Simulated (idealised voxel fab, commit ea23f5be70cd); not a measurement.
The process module that follows is named voxel capacitor over wiring.
Displayed cross-section: cut, width of 235 nm, square cells sized 5 nm.
How to read a cross-section here: the picture is a grid of square cells, written as bands going from the top down, and any band can span one or more rows of cells.
Band: top and bottom heights (nm) first, top before bottom; then materials from left to right, widths in nm. "everywhere" marks a sole material filling the band edge to edge. "air" denotes empty space.
A quick word on heights: they are counted from 0, and under that level the wafer as it came to us is one material throughout. The lowest band is different from the rest in having no bottom; it simply continues downward, written as in "from 0 down".
The expression "30 to 40" gives the width at the extremes of the band, the first number at its top row of cells and the second at its bottom row, with the width changing by equal amounts from each row to the next in between.
A step reported as "nothing different" is a step in which no cell of the cross-section changed.
Closed empty spaces (no open way to the top) of 8 cells or more are what "Fully enclosed voids" lists, each as width x height at distance from the left edge, nm for all three.
Read whatever lies past the settings on a step's line as the simulator's own remark about the step.
The setting "overlay nm" may be written on the line of a step. When the step uses a mask, the value reports how far to the right of the planned place the mask lay, and a negative value reports that it lay to the left.
[The following list gives the planned process steps]
1. RECEIVE: material Si
2. CONFORMAL_DEP: material SiO2, thk nm 10
3. DIRECTIONAL_DEP: material TiN, thk nm 5
4. DIRECTIONAL_DEP: material Ru, thk nm 25
5. DIRECTIONAL_DEP: material aC, thk nm 10
6. PATTERN: tone cover, mask id METAL_1, material resist, width nm 30, pitch nm 80, thk nm 25, overlay nm 0
7. DIRECTIONAL_ETCH: etch materials aC, depth nm 10
8. STRIP: etch materials resist
9. DIRECTIONAL_ETCH: etch materials Ru, depth nm 25
10. DIRECTIONAL_ETCH: etch materials TiN, depth nm 5
11. STRIP: etch materials aC
12. CONFORMAL_DEP: material SiCN, thk nm 5
13. FILL_DEP: material lowk, thk nm 10
14. CMP: height nm 40
15. CONFORMAL_DEP: material SiCN, thk nm 5
16. DIRECTIONAL_DEP: material lowk, thk nm 10
17. MASKED_ETCH: tone open, mask id PLUG_1, width nm 15, etch materials lowk, depth nm 10, overlay nm 0
18. MASKED_ETCH: tone open, mask id PLUG_1, width nm 15, etch materials SiCN, depth nm 5, overlay nm 0
19. CONFORMAL_DEP: material TiN, thk nm 5
20. FILL_DEP: material Cu, thk nm 10
21. CMP: height nm 55
22. DIRECTIONAL_DEP: material TiN, thk nm 10
23. DIRECTIONAL_DEP: material Al2O3, thk nm 5
24. DIRECTIONAL_DEP: material TiN, thk nm 5
25. PATTERN: tone cover, mask id UPPER_PLATE, material resist, width nm 55, thk nm 15, overlay nm 0
26. DIRECTIONAL_ETCH: etch materials TiN, depth nm 5
27. DIRECTIONAL_ETCH: etch materials Al2O3, depth nm 5
28. STRIP: etch materials resist
29. MASKED_ETCH: tone cover, mask id LOWER_PLATE, width nm 65, etch materials TiN, depth nm 10, overlay nm 0
30. FILL_DEP: material SiO2, thk nm 15
31. CMP: height nm 85
32. PATTERN: tone open, mask id PLUG_2, material resist, width nm 15, thk nm 20, overlay nm 0
33. DIRECTIONAL_ETCH: etch materials SiO2, depth nm 10
34. STRIP: etch materials resist
35. CONFORMAL_DEP: material TiN, thk nm 5
36. FILL_DEP: material Cu, thk nm 10
37. CMP: height nm 85
38. CONFORMAL_DEP: material SiN, thk nm 5
[Delivered wafer in cross-section: state after step 1]
> from 0 down  Si everywhere
> Fully enclosed voids: none
[Cross-section at module end, one run error; start and plan unchanged from above]
> from 90 to 85  SiN everywhere
> from 85 to 80  SiO2 (85), TiN (5), Cu (5), TiN (5), SiO2 (135)
> from 80 to 70  SiO2 (85 to 75), TiN (15 to 55), SiO2 (135 to 105)
> from 70 to 65  SiO2 (75), Al2O3 (55), SiO2 (105)
> from 65 to 55  SiO2 (70), TiN (65), SiO2 (100)
> from 55 to 45  lowk (75), TiN (5), Cu (5), TiN (5), lowk (145)
> from 45 to 40  SiCN (75), TiN (15), SiCN (145)
> from 40 to 35  SiCN (60), TiN (30), SiCN (50), TiN (30), SiCN (65)
> from 35 to 10  Ru everywhere
> from 10 to 0  SiO2 everywhere
> from 0 down  Si everywhere
> Fully enclosed voids: none
Deviation noted in wafer processing: step 4 occupied the plan position of step 3, and the converse holds as well
